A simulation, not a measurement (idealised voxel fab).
The name of this process module is voxel released beams.
160 nm wide, 5 nm square cells: that's cross-section cut.
Cross-section spec: square-cell grid; bands listed top down; each band is one or more rows. Look at the band entry: it leads with the top's height and the bottom's height in nm. Then it lists the materials left to right, with a width in nm for each. The word "edge to edge" on a single material says that material fills the band edge to edge. The word "blank" is empty space. Ref level 0: as-received wafer is one material below here. Bottom band extends down with no lower bound ("0 down"). Quick explanation for "30->40": the width changes in equal steps down the rows of cells, from the first number in the band's top row to the second number in its bottom row. Where the words "nothing was modified" appear for a step, the cross-section shows no cell changed by that step; every cell remained as before. The list in "Completely sealed voids" covers empty spaces of 8 cells or more that cannot reach the top through any open way, and it gives each as width x height at distance; the distance is from the left edge, and width, height and distance are in nm. Heads up: the bit after the settings on a step's line is the simulator's remark on that step. The optional step-line setting "overlay nm" applies to steps with a mask and quantifies how far to the right of its planned location the mask lay, a negative value indicating leftward placement.

### The process steps that were planned are listed below
1. RECEIVE [material Si]
2. CONFORMAL_DEP [material SiN] [thk nm 10]
3. DIRECTIONAL_DEP [material SiO2] [thk nm 15]
4. PATTERN [tone open] [mask id ANCHOR] [material resist] [width nm 40] [thk nm 20] [overlay nm 0]
5. DIRECTIONAL_ETCH [etch materials SiO2] [depth nm 15]
6. STRIP [etch materials resist]
7. CONFORMAL_DEP [material TiN] [thk nm 15]
8. PATTERN [tone cover] [mask id BEAM] [material resist] [width nm 90] [thk nm 15] [overlay nm 0]
9. DIRECTIONAL_ETCH [etch materials TiN] [depth nm 15]
10. STRIP [etch materials resist]
11. STRIP [etch materials SiO2]

### Cross-section of the wafer as it came to us, i.e., already through step 1
	0 down  Si edge to edge
	Completely sealed voids: none

### Module complete - cross-section of the first of two wafers, run according to plan
	40 to 25  blank (30) / TiN (20) / blank (10) / TiN (60) / blank (40)
	25 to 10  blank (35) / TiN (40) / blank (85)
	10 to 0  SiN edge to edge
	0 down  Si edge to edge
	Completely sealed voids: none

### Cross-sectional image of the second wafer of the two following completion of the module. Starting state and process plan were the same as for the first wafer; one execution error occurred
	30 to 15  blank (30) / TiN (20) / blank (10) / TiN (60) / blank (40)
	15 to 0  blank (35) / TiN (40) / blank (85)
	0 down  Si edge to edge
	Completely sealed voids: none
Diagnosis: the run left out plan step 2 entirely, so it was never executed
Once processing is complete, comparing cell counts shows that the second wafer has more or fewer of certain materials than the first: SiN: 64 fewer
